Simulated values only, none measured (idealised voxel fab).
This is a process module. Its name is voxel transistor to metal.
Section cut is 190 nm wide and gridded with 5 nm square cells.
Cross-section, as written here: a square-cell grid given band by band from the top down, where a band holds one or more rows of cells. It is stipulated that each band's entry specify, in nanometres, the height of the top of the band and then that of its bottom, followed by the materials of the band in left-to-right sequence, each together with its width in nanometres. A single material marked by the word "all across" is understood to fill the band from edge to edge; the word "air" is understood to denote empty space. Height is counted from the level 0, under which the received wafer is composed throughout of one material. The lowest of the bands is not closed at the bottom but continues downward, in the notation "z 0 and below". The expression "30 to 40" gives the width at the extremes of the band, the first number at its top row of cells and the second at its bottom row, with the width changing by equal amounts from each row to the next in between. Reading "identical to before" for a step: not a cell of the cross-section changed in it. So "Enclosed internal cavities" is basically the list of trapped voids: any empty space of 8 cells or more that can't reach the top through an opening. They're written width x height at distance, the distance being from the left edge, and it's all nm. Step line, after settings: the simulator's comment on this step. On any step carrying a mask, the "overlay nm" setting, if present on the step's line, tells how far right of its planned place the mask lay; negative values point to the left.
The steps planned for the process are as follows:
1 RECEIVE,material Si
2 OXIDIZE,depth nm 5
3 CONFORMAL_DEP,material SiN,thk nm 15
4 PATTERN,tone cover,mask id ACTIVE,material resist,width nm 115,thk nm 20,overlay nm 0
5 DIRECTIONAL_ETCH,etch materials SiN,depth nm 15
6 DIRECTIONAL_ETCH,etch materials SiO2,depth nm 5
7 DIRECTIONAL_ETCH,etch materials Si,depth nm 30
8 STRIP,etch materials resist
9 FILL_DEP,material SiO2,thk nm 10
10 CMP,height nm 15
11 SELECTIVE_ETCH,etch materials SiO2,depth nm 15
12 STRIP,etch materials SiN
13 SELECTIVE_ETCH,etch materials SiO2,depth nm 5
14 OXIDIZE,depth nm 5
15 DIRECTIONAL_DEP,material polySi,thk nm 25
16 DIRECTIONAL_DEP,material SiCN,thk nm 10
17 MASKED_ETCH,tone cover,mask id GATE,width nm 25,etch materials SiCN,depth nm 20,overlay nm 0
18 MASKED_ETCH,tone cover,mask id GATE,width nm 25,etch materials polySi,depth nm 35,overlay nm 0
19 CONFORMAL_DEP,material SiO2,thk nm 5
20 DIRECTIONAL_ETCH,etch materials SiO2,depth nm 5
21 CONFORMAL_DEP,material SiN,thk nm 10
22 DIRECTIONAL_ETCH,etch materials SiN,depth nm 10
23 DIRECTIONAL_ETCH,etch materials SiO2,depth nm 5
24 EPI,material pSi,thk nm 5
25 FILL_DEP,material SiO2,thk nm 10
26 CMP,height nm 20
27 STRIP,etch materials polySi
28 SELECTIVE_ETCH,etch materials SiO2,depth nm 5
29 CONFORMAL_DEP,material HfO2,thk nm 5
30 CONFORMAL_DEP,material TiN,thk nm 5
31 FILL_DEP,material W,thk nm 10
32 CMP,height nm 15
33 DIRECTIONAL_DEP,material SiO2,thk nm 15
34 PATTERN,tone open,mask id CONTACT,material resist,width nm 15,pitch nm 80,thk nm 15,overlay nm 0
35 DIRECTIONAL_ETCH,etch materials SiO2,depth nm 35
36 STRIP,etch materials resist
37 CONFORMAL_DEP,material TiN,thk nm 5
38 FILL_DEP,material Ru,thk nm 10
39 CMP,height nm 30
40 DIRECTIONAL_DEP,material TiN,thk nm 5
41 DIRECTIONAL_DEP,material W,thk nm 15
42 MASKED_ETCH,tone cover,mask id METAL_1,width nm 15,pitch nm 80,etch materials W,depth nm 15,overlay nm 0
43 MASKED_ETCH,tone cover,mask id METAL_1,width nm 15,pitch nm 80,etch materials TiN,depth nm 5,overlay nm 0
44 CONFORMAL_DEP,material SiCN,thk nm 5
45 FILL_DEP,material lowk,thk nm 5
46 CMP,height nm 50
47 CONFORMAL_DEP,material SiCN,thk nm 5
48 DIRECTIONAL_DEP,material SiO2,thk nm 30
49 DIRECTIONAL_DEP,material aC,thk nm 15
50 PATTERN,tone open,mask id METAL_2,material resist,width nm 15,pitch nm 80,thk nm 30,overlay nm 0
51 DIRECTIONAL_ETCH,etch materials aC,depth nm 15
52 STRIP,etch materials resist
53 DIRECTIONAL_ETCH,etch materials SiO2,depth nm 15
54 STRIP,etch materials aC
55 PATTERN,tone open,mask id METAL_2_HOLES,material resist,width nm 15,pitch nm 80,thk nm 15,overlay nm 0
56 DIRECTIONAL_ETCH,etch materials SiO2,depth nm 15
57 DIRECTIONAL_ETCH,etch materials SiCN,depth nm 5
58 STRIP,etch materials resist
59 CONFORMAL_DEP,material TiN,thk nm 5
60 FILL_DEP,material Cu,thk nm 5
61 CMP,height nm 85
62 CONFORMAL_DEP,material SiN,thk nm 5
Account of the first of two wafers, which was processed as intended:
Cross-section of the incoming wafer, state after step 1:
> z 0 and below  Si all across
> Enclosed internal cavities: none
Cross-section of the wafer subsequent to step 2:
> z 0 to -5  SiO2 all across
> Nothing below the height -5 has changed.
Cross-section of the wafer subsequent to step 3:
> z 15 to 0  SiN all across
> Nothing below the height 0 has changed.
Cross-section of the wafer subsequent to step 4:
> z 35 to 15  air: 35 | resist: 115 | air: 40
> Nothing below the height 15 has changed.
Cross-section of the wafer subsequent to step 5:
> z 35 to 15  air: 35 | resist: 115 | air: 40
> z 15 to 0  air: 35 | SiN: 115 | air: 40
> Nothing below the height 0 has changed.
Cross-section of the wafer subsequent to step 6:
> z 35 to 15  air: 35 | resist: 115 | air: 40
> z 15 to 0  air: 35 | SiN: 115 | air: 40
> z 0 to -5  air: 35 | SiO2: 115 | air: 40
> Nothing below the height -5 has changed.
Cross-section of the wafer subsequent to step 7:
> z 35 to 15  air: 35 | resist: 115 | air: 40
> z 15 to 0  air: 35 | SiN: 115 | air: 40
> z 0 to -5  air: 35 | SiO2: 115 | air: 40
> z -5 to -35  air: 35 | Si: 115 | air: 40
> Nothing below the height -35 has changed.
Cross-section of the wafer subsequent to step 8:
> z 15 to 0  air: 35 | SiN: 115 | air: 40
> Nothing below the height 0 has changed.
Cross-section of the wafer subsequent to step 9:
> z 25 to 15  SiO2 all across
> z 15 to 0  SiO2: 35 | SiN: 115 | SiO2: 40
> z 0 to -5  SiO2 all across
> z -5 to -35  SiO2: 35 | Si: 115 | SiO2: 40
> Nothing below the height -35 has changed.
Cross-section of the wafer subsequent to step 10:
> z 15 to 0  SiO2: 35 | SiN: 115 | SiO2: 40
> Nothing below the height 0 has changed.
Cross-section of the wafer subsequent to step 11:
> z 15 to 0  air: 35 | SiN: 115 | air: 40
> Nothing below the height 0 has changed.
Cross-section of the wafer subsequent to step 12:
> z 0 to -5  SiO2 all across
> Nothing below the height -5 has changed.
Cross-section of the wafer subsequent to step 13:
> z -5 to -35  SiO2: 35 | Si: 115 | SiO2: 40
> Nothing below the height -35 has changed.
Cross-section of the wafer subsequent to step 14:
> z -5 to -10  SiO2 all across
> Nothing below the height -10 has changed.
Cross-section of the wafer subsequent to step 15:
> z 20 to -5  polySi all across
> Nothing below the height -5 has changed.
Cross-section of the wafer subsequent to step 16:
> z 30 to 20  SiCN all across
> Nothing below the height 20 has changed.
Cross-section of the wafer subsequent to step 17:
> z 30 to 20  air: 80 | SiCN: 25 | air: 85
> Nothing below the height 20 has changed.
Cross-section of the wafer subsequent to step 18:
> z 30 to 20  air: 80 | SiCN: 25 | air: 85
> z 20 to -5  air: 80 | polySi: 25 | air: 85
> Nothing below the height -5 has changed.
Cross-section of the wafer subsequent to step 19:
> z 35 to 30  air: 75 | SiO2: 35 | air: 80
> z 30 to 20  air: 75 | SiO2: 5 | SiCN: 25 | SiO2: 5 | air: 80
> z 20 to 0  air: 75 | SiO2: 5 | polySi: 25 | SiO2: 5 | air: 80
> z 0 to -5  SiO2: 80 | polySi: 25 | SiO2: 85
> Nothing below the height -5 has changed.
Cross-section of the wafer subsequent to step 20:
> z 30 to 20  air: 75 | SiO2: 5 | SiCN: 25 | SiO2: 5 | air: 80
> z 20 to -5  air: 75 | SiO2: 5 | polySi: 25 | SiO2: 5 | air: 80
> Nothing below the height -5 has changed.
Cross-section of the wafer subsequent to step 21:
> z 40 to 30  air: 65 | SiN: 55 | air: 70
> z 30 to 20  air: 65 | SiN: 10 | SiO2: 5 | SiCN: 25 | SiO2: 5 | SiN: 10 | air: 70
> z 20 to 5  air: 65 | SiN: 10 | SiO2: 5 | polySi: 25 | SiO2: 5 | SiN: 10 | air: 70
> z 5 to -5  SiN: 75 | SiO2: 5 | polySi: 25 | SiO2: 5 | SiN: 80
> Nothing below the height -5 has changed.
Cross-section of the wafer subsequent to step 22:
> z 30 to 20  air: 65 | SiN: 10 | SiO2: 5 | SiCN: 25 | SiO2: 5 | SiN: 10 | air: 70
> z 20 to -5  air: 65 | SiN: 10 | SiO2: 5 | polySi: 25 | SiO2: 5 | SiN: 10 | air: 70
> Nothing below the height -5 has changed.
Cross-section of the wafer subsequent to step 23:
> z 30 to 25  air: 65 | SiN: 10 | air: 5 | SiCN: 25 | air: 5 | SiN: 10 | air: 70
> z 25 to 20  air: 65 | SiN: 10 | SiO2: 5 | SiCN: 25 | SiO2: 5 | SiN: 10 | air: 70
> z 20 to -5  air: 65 | SiN: 10 | SiO2: 5 | polySi: 25 | SiO2: 5 | SiN: 10 | air: 70
> z -5 to -10  air: 65 | SiO2: 55 | air: 70
> Nothing below the height -10 has changed.
Cross-section of the wafer subsequent to step 24:
> z 30 to 25  air: 65 | SiN: 10 | air: 5 | SiCN: 25 | air: 5 | SiN: 10 | air: 70
> z 25 to 20  air: 65 | SiN: 10 | SiO2: 5 | SiCN: 25 | SiO2: 5 | SiN: 10 | air: 70
> z 20 to -5  air: 65 | SiN: 10 | SiO2: 5 | polySi: 25 | SiO2: 5 | SiN: 10 | air: 70
> z -5 to -10  air: 30 | pSi: 35 | SiO2: 55 | pSi: 35 | air: 35
> Nothing below the height -10 has changed.
Cross-section of the wafer subsequent to step 25:
> z 40 to 30  SiO2 all across
> z 30 to 20  SiO2: 65 | SiN: 10 | SiO2: 5 | SiCN: 25 | SiO2: 5 | SiN: 10 | SiO2: 70
> z 20 to -5  SiO2: 65 | SiN: 10 | SiO2: 5 | polySi: 25 | SiO2: 5 | SiN: 10 | SiO2: 70
> z -5 to -10  SiO2: 30 | pSi: 35 | SiO2: 55 | pSi: 35 | SiO2: 35
> Nothing below the height -10 has changed.
Cross-section of the wafer subsequent to step 26:
> z 20 to -5  SiO2: 65 | SiN: 10 | SiO2: 5 | polySi: 25 | SiO2: 5 | SiN: 10 | SiO2: 70
> Nothing below the height -5 has changed.
Cross-section of the wafer subsequent to step 27:
> z 20 to -5  SiO2: 65 | SiN: 10 | SiO2: 5 | air: 25 | SiO2: 5 | SiN: 10 | SiO2: 70
> Nothing below the height -5 has changed.
Cross-section of the wafer subsequent to step 28:
> z 20 to 15  air: 65 | SiN: 10 | air: 35 | SiN: 10 | air: 70
> z 15 to -5  SiO2: 65 | SiN: 10 | air: 35 | SiN: 10 | SiO2: 70
> z -5 to -10  SiO2: 30 | pSi: 35 | SiO2: 10 | air: 35 | SiO2: 10 | pSi: 35 | SiO2: 35
> Nothing below the height -10 has changed.
Cross-section of the wafer subsequent to step 29:
> z 25 to 20  air: 60 | HfO2: 20 | air: 25 | HfO2: 20 | air: 65
> z 20 to 15  HfO2: 65 | SiN: 10 | HfO2: 5 | air: 25 | HfO2: 5 | SiN: 10 | HfO2: 70
> z 15 to -5  SiO2: 65 | SiN: 10 | HfO2: 5 | air: 25 | HfO2: 5 | SiN: 10 | SiO2: 70
> z -5 to -10  SiO2: 30 | pSi: 35 | SiO2: 10 | HfO2: 35 | SiO2: 10 | pSi: 35 | SiO2: 35
> Nothing below the height -10 has changed.
Cross-section of the wafer subsequent to step 30:
> z 30 to 25  air: 55 | TiN: 30 | air: 15 | TiN: 30 | air: 60
> z 25 to 20  TiN: 60 | HfO2: 20 | TiN: 5 | air: 15 | TiN: 5 | HfO2: 20 | TiN: 65
> z 20 to 15  HfO2: 65 | SiN: 10 | HfO2: 5 | TiN: 5 | air: 15 | TiN: 5 | HfO2: 5 | SiN: 10 | HfO2: 70
> z 15 to 0  SiO2: 65 | SiN: 10 | HfO2: 5 | TiN: 5 | air: 15 | TiN: 5 | HfO2: 5 | SiN: 10 | SiO2: 70
> z 0 to -5  SiO2: 65 | SiN: 10 | HfO2: 5 | TiN: 25 | HfO2: 5 | SiN: 10 | SiO2: 70
> Nothing below the height -5 has changed.
Cross-section of the wafer subsequent to step 31:
> z 40 to 30  W all across
> z 30 to 25  W: 55 | TiN: 30 | W: 15 | TiN: 30 | W: 60
> z 25 to 20  TiN: 60 | HfO2: 20 | TiN: 5 | W: 15 | TiN: 5 | HfO2: 20 | TiN: 65
> z 20 to 15  HfO2: 65 | SiN: 10 | HfO2: 5 | TiN: 5 | W: 15 | TiN: 5 | HfO2: 5 | SiN: 10 | HfO2: 70
> z 15 to 0  SiO2: 65 | SiN: 10 | HfO2: 5 | TiN: 5 | W: 15 | TiN: 5 | HfO2: 5 | SiN: 10 | SiO2: 70
> Nothing below the height 0 has changed.
Cross-section of the wafer subsequent to step 32:
> z 15 to 0  SiO2: 65 | SiN: 10 | HfO2: 5 | TiN: 5 | W: 15 | TiN: 5 | HfO2: 5 | SiN: 10 | SiO2: 70
> Nothing below the height 0 has changed.
Cross-section of the wafer subsequent to step 33:
> z 30 to 15  SiO2 all across
> Nothing below the height 15 has changed.
Cross-section of the wafer subsequent to step 34:
> z 45 to 30  resist: 45 | air: 15 | resist: 65 | air: 15 | resist: 50
> Nothing below the height 30 has changed.
Cross-section of the wafer subsequent to step 35:
> z 45 to 30  resist: 45 | air: 15 | resist: 65 | air: 15 | resist: 50
> z 30 to 15  SiO2: 45 | air: 15 | SiO2: 65 | air: 15 | SiO2: 50
> z 15 to 0  SiO2: 45 | air: 15 | SiO2: 5 | SiN: 10 | HfO2: 5 | TiN: 5 | W: 15 | TiN: 5 | HfO2: 5 | SiN: 10 | SiO2: 5 | air: 15 | SiO2: 50
> z 0 to -5  SiO2: 45 | air: 15 | SiO2: 5 | SiN: 10 | HfO2: 5 | TiN: 25 | HfO2: 5 | SiN: 10 | SiO2: 5 | air: 15 | SiO2: 50
> Nothing below the height -5 has changed.
Cross-section of the wafer subsequent to step 36:
> z 30 to 15  SiO2: 45 | air: 15 | SiO2: 65 | air: 15 | SiO2: 50
> Nothing below the height 15 has changed.
Cross-section of the wafer subsequent to step 37:
> z 35 to 30  TiN: 50 | air: 5 | TiN: 75 | air: 5 | TiN: 55
> z 30 to 15  SiO2: 45 | TiN: 5 | air: 5 | TiN: 5 | SiO2: 65 | TiN: 5 | air: 5 | TiN: 5 | SiO2: 50
> z 15 to 0  SiO2: 45 | TiN: 5 | air: 5 | TiN: 5 | SiO2: 5 | SiN: 10 | HfO2: 5 | TiN: 5 | W: 15 | TiN: 5 | HfO2: 5 | SiN: 10 | SiO2: 5 | TiN: 5 | air: 5 | TiN: 5 | SiO2: 50
> z 0 to -5  SiO2: 45 | TiN: 15 | SiO2: 5 | SiN: 10 | HfO2: 5 | TiN: 25 | HfO2: 5 | SiN: 10 | SiO2: 5 | TiN: 15 | SiO2: 50
> Nothing below the height -5 has changed.
Cross-section of the wafer subsequent to step 38:
> z 45 to 35  Ru all across
> z 35 to 30  TiN: 50 | Ru: 5 | TiN: 75 | Ru: 5 | TiN: 55
> z 30 to 15  SiO2: 45 | TiN: 5 | Ru: 5 | TiN: 5 | SiO2: 65 | TiN: 5 | Ru: 5 | TiN: 5 | SiO2: 50
> z 15 to 0  SiO2: 45 | TiN: 5 | Ru: 5 | TiN: 5 | SiO2: 5 | SiN: 10 | HfO2: 5 | TiN: 5 | W: 15 | TiN: 5 | HfO2: 5 | SiN: 10 | SiO2: 5 | TiN: 5 | Ru: 5 | TiN: 5 | SiO2: 50
> Nothing below the height 0 has changed.
Cross-section of the wafer subsequent to step 39:
> z 30 to 15  SiO2: 45 | TiN: 5 | Ru: 5 | TiN: 5 | SiO2: 65 | TiN: 5 | Ru: 5 | TiN: 5 | SiO2: 50
> Nothing below the height 15 has changed.
Cross-section of the wafer subsequent to step 40:
> z 35 to 30  TiN all across
> Nothing below the height 30 has changed.
Cross-section of the wafer subsequent to step 41:
> z 50 to 35  W all across
> Nothing below the height 35 has changed.
Cross-section of the wafer subsequent to step 42:
> z 50 to 35  air: 45 | W: 15 | air: 65 | W: 15 | air: 50
> Nothing below the height 35 has changed.
Cross-section of the wafer subsequent to step 43:
> z 50 to 35  air: 45 | W: 15 | air: 65 | W: 15 | air: 50
> z 35 to 30  air: 45 | TiN: 15 | air: 65 | TiN: 15 | air: 50
> Nothing below the height 30 has changed.
Cross-section of the wafer subsequent to step 44:
> z 55 to 50  air: 40 | SiCN: 25 | air: 55 | SiCN: 25 | air: 45
> z 50 to 35  air: 40 | SiCN: 5 | W: 15 | SiCN: 5 | air: 55 | SiCN: 5 | W: 15 | SiCN: 5 | air: 45
> z 35 to 30  SiCN: 45 | TiN: 15 | SiCN: 65 | TiN: 15 | SiCN: 50
> Nothing below the height 30 has changed.
Cross-section of the wafer subsequent to step 45:
> z 60 to 55  lowk all across
> z 55 to 50  lowk: 40 | SiCN: 25 | lowk: 55 | SiCN: 25 | lowk: 45
> z 50 to 35  lowk: 40 | SiCN: 5 | W: 15 | SiCN: 5 | lowk: 55 | SiCN: 5 | W: 15 | SiCN: 5 | lowk: 45
> Nothing below the height 35 has changed.
Cross-section of the wafer subsequent to step 46:
> z 50 to 35  lowk: 40 | SiCN: 5 | W: 15 | SiCN: 5 | lowk: 55 | SiCN: 5 | W: 15 | SiCN: 5 | lowk: 45
> Nothing below the height 35 has changed.
Cross-section of the wafer subsequent to step 47:
> z 55 to 50  SiCN all across
> Nothing below the height 50 has changed.
Cross-section of the wafer subsequent to step 48:
> z 85 to 55  SiO2 all across
> Nothing below the height 55 has changed.
Cross-section of the wafer subsequent to step 49:
> z 100 to 85  aC all across
> Nothing below the height 85 has changed.
Cross-section of the wafer subsequent to step 50:
> z 130 to 100  resist: 45 | air: 15 | resist: 65 | air: 15 | resist: 50
> Nothing below the height 100 has changed.
Cross-section of the wafer subsequent to step 51:
> z 115 to 100  resist: 45 | air: 15 | resist: 65 | air: 15 | resist: 50
> z 100 to 85  aC: 45 | air: 15 | aC: 65 | air: 15 | aC: 50
> Nothing below the height 85 has changed.
Cross-section of the wafer subsequent to step 52:
> z 100 to 85  aC: 45 | air: 15 | aC: 65 | air: 15 | aC: 50
> Nothing below the height 85 has changed.
Cross-section of the wafer subsequent to step 53:
> z 100 to 85  aC: 45 | air: 15 | aC: 65 | air: 15 | aC: 50
> z 85 to 70  SiO2: 45 | air: 15 | SiO2: 65 | air: 15 | SiO2: 50
> Nothing below the height 70 has changed.
Cross-section of the wafer subsequent to step 54:
> z 85 to 70  SiO2: 45 | air: 15 | SiO2: 65 | air: 15 | SiO2: 50
> Nothing below the height 70 has changed.
Cross-section of the wafer subsequent to step 55:
> z 100 to 85  resist: 45 | air: 15 | resist: 65 | air: 15 | resist: 50
> Nothing below the height 85 has changed.
Cross-section of the wafer subsequent to step 56:
> z 100 to 85  resist: 45 | air: 15 | resist: 65 | air: 15 | resist: 50
> z 85 to 55  SiO2: 45 | air: 15 | SiO2: 65 | air: 15 | SiO2: 50
> Nothing below the height 55 has changed.
Cross-section of the wafer subsequent to step 57:
> z 100 to 85  resist: 45 | air: 15 | resist: 65 | air: 15 | resist: 50
> z 85 to 55  SiO2: 45 | air: 15 | SiO2: 65 | air: 15 | SiO2: 50
> z 55 to 50  SiCN: 45 | air: 15 | SiCN: 65 | air: 15 | SiCN: 50
> Nothing below the height 50 has changed.
Cross-section of the wafer subsequent to step 58:
> z 85 to 55  SiO2: 45 | air: 15 | SiO2: 65 | air: 15 | SiO2: 50
> Nothing below the height 55 has changed.
Cross-section of the wafer subsequent to step 59:
> z 90 to 85  TiN: 50 | air: 5 | TiN: 75 | air: 5 | TiN: 55
> z 85 to 55  SiO2: 45 | TiN: 5 | air: 5 | TiN: 5 | SiO2: 65 | TiN: 5 | air: 5 | TiN: 5 | SiO2: 50
> z 55 to 50  SiCN: 45 | TiN: 15 | SiCN: 65 | TiN: 15 | SiCN: 50
> Nothing below the height 50 has changed.
Cross-section of the wafer subsequent to step 60:
> z 95 to 90  Cu all across
> z 90 to 85  TiN: 50 | Cu: 5 | TiN: 75 | Cu: 5 | TiN: 55
> z 85 to 55  SiO2: 45 | TiN: 5 | Cu: 5 | TiN: 5 | SiO2: 65 | TiN: 5 | Cu: 5 | TiN: 5 | SiO2: 50
> Nothing below the height 55 has changed.
Cross-section of the wafer subsequent to step 61:
> z 85 to 55  SiO2: 45 | TiN: 5 | Cu: 5 | TiN: 5 | SiO2: 65 | TiN: 5 | Cu: 5 | TiN: 5 | SiO2: 50
> Nothing below the height 55 has changed.
Cross-section of the wafer subsequent to step 62:
> z 90 to 85  SiN all across
> Nothing below the height 85 has changed.
For the second wafer, take the first wafer's start and plan, then add one mistake made in running it; everything through step 32, that step included, is shared with the first:
Cross-sectional view of the second wafer at the intended end time of process step 33:
> z 45 to 15  SiO2 all across
> Nothing below the height 15 has changed.
Cross-sectional view of the second wafer at the intended end time of process step 34:
> z 60 to 45  resist: 45 | air: 15 | resist: 65 | air: 15 | resist: 50
> Nothing below the height 45 has changed.
Cross-sectional view of the second wafer at the intended end time of process step 35:
> z 60 to 45  resist: 45 | air: 15 | resist: 65 | air: 15 | resist: 50
> z 45 to 15  SiO2: 45 | air: 15 | SiO2: 65 | air: 15 | SiO2: 50
> z 15 to 10  SiO2: 45 | air: 15 | SiO2: 5 | SiN: 10 | HfO2: 5 | TiN: 5 | W: 15 | TiN: 5 | HfO2: 5 | SiN: 10 | SiO2: 5 | air: 15 | SiO2: 50
> Nothing below the height 10 has changed.
Cross-sectional view of the second wafer at the intended end time of process step 36:
> z 45 to 15  SiO2: 45 | air: 15 | SiO2: 65 | air: 15 | SiO2: 50
> Nothing below the height 15 has changed.
Cross-sectional view of the second wafer at the intended end time of process step 37:
> z 50 to 45  TiN: 50 | air: 5 | TiN: 75 | air: 5 | TiN: 55
> z 45 to 15  SiO2: 45 | TiN: 5 | air: 5 | TiN: 5 | SiO2: 65 | TiN: 5 | air: 5 | TiN: 5 | SiO2: 50
> z 15 to 10  SiO2: 45 | TiN: 15 | SiO2: 5 | SiN: 10 | HfO2: 5 | TiN: 5 | W: 15 | TiN: 5 | HfO2: 5 | SiN: 10 | SiO2: 5 | TiN: 15 | SiO2: 50
> Nothing below the height 10 has changed.
Cross-sectional view of the second wafer at the intended end time of process step 38:
> z 60 to 50  Ru all across
> z 50 to 45  TiN: 50 | Ru: 5 | TiN: 75 | Ru: 5 | TiN: 55
> z 45 to 15  SiO2: 45 | TiN: 5 | Ru: 5 | TiN: 5 | SiO2: 65 | TiN: 5 | Ru: 5 | TiN: 5 | SiO2: 50
> Nothing below the height 15 has changed.
Cross-sectional view of the second wafer at the intended end time of process step 39:
> z 30 to 15  SiO2: 45 | TiN: 5 | Ru: 5 | TiN: 5 | SiO2: 65 | TiN: 5 | Ru: 5 | TiN: 5 | SiO2: 50
> Nothing below the height 15 has changed.
Cross-sectional view of the second wafer at the intended end time of process step 40:
> z 35 to 30  TiN all across
> Nothing below the height 30 has changed.
Cross-sectional view of the second wafer at the intended end time of process step 41:
> z 50 to 35  W all across
> Nothing below the height 35 has changed.
Cross-sectional view of the second wafer at the intended end time of process step 42:
> z 50 to 35  air: 45 | W: 15 | air: 65 | W: 15 | air: 50
> Nothing below the height 35 has changed.
Cross-sectional view of the second wafer at the intended end time of process step 43:
> z 50 to 35  air: 45 | W: 15 | air: 65 | W: 15 | air: 50
> z 35 to 30  air: 45 | TiN: 15 | air: 65 | TiN: 15 | air: 50
> Nothing below the height 30 has changed.
Cross-sectional view of the second wafer at the intended end time of process step 44:
> z 55 to 50  air: 40 | SiCN: 25 | air: 55 | SiCN: 25 | air: 45
> z 50 to 35  air: 40 | SiCN: 5 | W: 15 | SiCN: 5 | air: 55 | SiCN: 5 | W: 15 | SiCN: 5 | air: 45
> z 35 to 30  SiCN: 45 | TiN: 15 | SiCN: 65 | TiN: 15 | SiCN: 50
> Nothing below the height 30 has changed.
Cross-sectional view of the second wafer at the intended end time of process step 45:
> z 60 to 55  lowk all across
> z 55 to 50  lowk: 40 | SiCN: 25 | lowk: 55 | SiCN: 25 | lowk: 45
> z 50 to 35  lowk: 40 | SiCN: 5 | W: 15 | SiCN: 5 | lowk: 55 | SiCN: 5 | W: 15 | SiCN: 5 | lowk: 45
> Nothing below the height 35 has changed.
Cross-sectional view of the second wafer at the intended end time of process step 46:
> z 50 to 35  lowk: 40 | SiCN: 5 | W: 15 | SiCN: 5 | lowk: 55 | SiCN: 5 | W: 15 | SiCN: 5 | lowk: 45
> Nothing below the height 35 has changed.
Cross-sectional view of the second wafer at the intended end time of process step 47:
> z 55 to 50  SiCN all across
> Nothing below the height 50 has changed.
Cross-sectional view of the second wafer at the intended end time of process step 48:
> z 85 to 55  SiO2 all across
> Nothing below the height 55 has changed.
Cross-sectional view of the second wafer at the intended end time of process step 49:
> z 100 to 85  aC all across
> Nothing below the height 85 has changed.
Cross-sectional view of the second wafer at the intended end time of process step 50:
> z 130 to 100  resist: 45 | air: 15 | resist: 65 | air: 15 | resist: 50
> Nothing below the height 100 has changed.
Cross-sectional view of the second wafer at the intended end time of process step 51:
> z 115 to 100  resist: 45 | air: 15 | resist: 65 | air: 15 | resist: 50
> z 100 to 85  aC: 45 | air: 15 | aC: 65 | air: 15 | aC: 50
> Nothing below the height 85 has changed.
Cross-sectional view of the second wafer at the intended end time of process step 52:
> z 100 to 85  aC: 45 | air: 15 | aC: 65 | air: 15 | aC: 50
> Nothing below the height 85 has changed.
Cross-sectional view of the second wafer at the intended end time of process step 53:
> z 100 to 85  aC: 45 | air: 15 | aC: 65 | air: 15 | aC: 50
> z 85 to 70  SiO2: 45 | air: 15 | SiO2: 65 | air: 15 | SiO2: 50
> Nothing below the height 70 has changed.
Cross-sectional view of the second wafer at the intended end time of process step 54:
> z 85 to 70  SiO2: 45 | air: 15 | SiO2: 65 | air: 15 | SiO2: 50
> Nothing below the height 70 has changed.
Cross-sectional view of the second wafer at the intended end time of process step 55:
> z 100 to 85  resist: 45 | air: 15 | resist: 65 | air: 15 | resist: 50
> Nothing below the height 85 has changed.
Cross-sectional view of the second wafer at the intended end time of process step 56:
> z 100 to 85  resist: 45 | air: 15 | resist: 65 | air: 15 | resist: 50
> z 85 to 55  SiO2: 45 | air: 15 | SiO2: 65 | air: 15 | SiO2: 50
> Nothing below the height 55 has changed.
Cross-sectional view of the second wafer at the intended end time of process step 57:
> z 100 to 85  resist: 45 | air: 15 | resist: 65 | air: 15 | resist: 50
> z 85 to 55  SiO2: 45 | air: 15 | SiO2: 65 | air: 15 | SiO2: 50
> z 55 to 50  SiCN: 45 | air: 15 | SiCN: 65 | air: 15 | SiCN: 50
> Nothing below the height 50 has changed.
Cross-sectional view of the second wafer at the intended end time of process step 58:
> z 85 to 55  SiO2: 45 | air: 15 | SiO2: 65 | air: 15 | SiO2: 50
> Nothing below the height 55 has changed.
Cross-sectional view of the second wafer at the intended end time of process step 59:
> z 90 to 85  TiN: 50 | air: 5 | TiN: 75 | air: 5 | TiN: 55
> z 85 to 55  SiO2: 45 | TiN: 5 | air: 5 | TiN: 5 | SiO2: 65 | TiN: 5 | air: 5 | TiN: 5 | SiO2: 50
> z 55 to 50  SiCN: 45 | TiN: 15 | SiCN: 65 | TiN: 15 | SiCN: 50
> Nothing below the height 50 has changed.
Cross-sectional view of the second wafer at the intended end time of process step 60:
> z 95 to 90  Cu all across
> z 90 to 85  TiN: 50 | Cu: 5 | TiN: 75 | Cu: 5 | TiN: 55
> z 85 to 55  SiO2: 45 | TiN: 5 | Cu: 5 | TiN: 5 | SiO2: 65 | TiN: 5 | Cu: 5 | TiN: 5 | SiO2: 50
> Nothing below the height 55 has changed.
Cross-sectional view of the second wafer at the intended end time of process step 61:
> z 85 to 55  SiO2: 45 | TiN: 5 | Cu: 5 | TiN: 5 | SiO2: 65 | TiN: 5 | Cu: 5 | TiN: 5 | SiO2: 50
> Nothing below the height 55 has changed.
Cross-sectional view of the second wafer at the intended end time of process step 62:
> z 90 to 85  SiN all across
> Nothing below the height 85 has changed.
What broke from the plan during processing? yeah, plan step 33 got run twice
Per the end-of-run cell counts, the second wafer holds more or fewer of some materials than the first: Ru: 6 fewer, SiO2: 18 more, TiN: 12 fewer
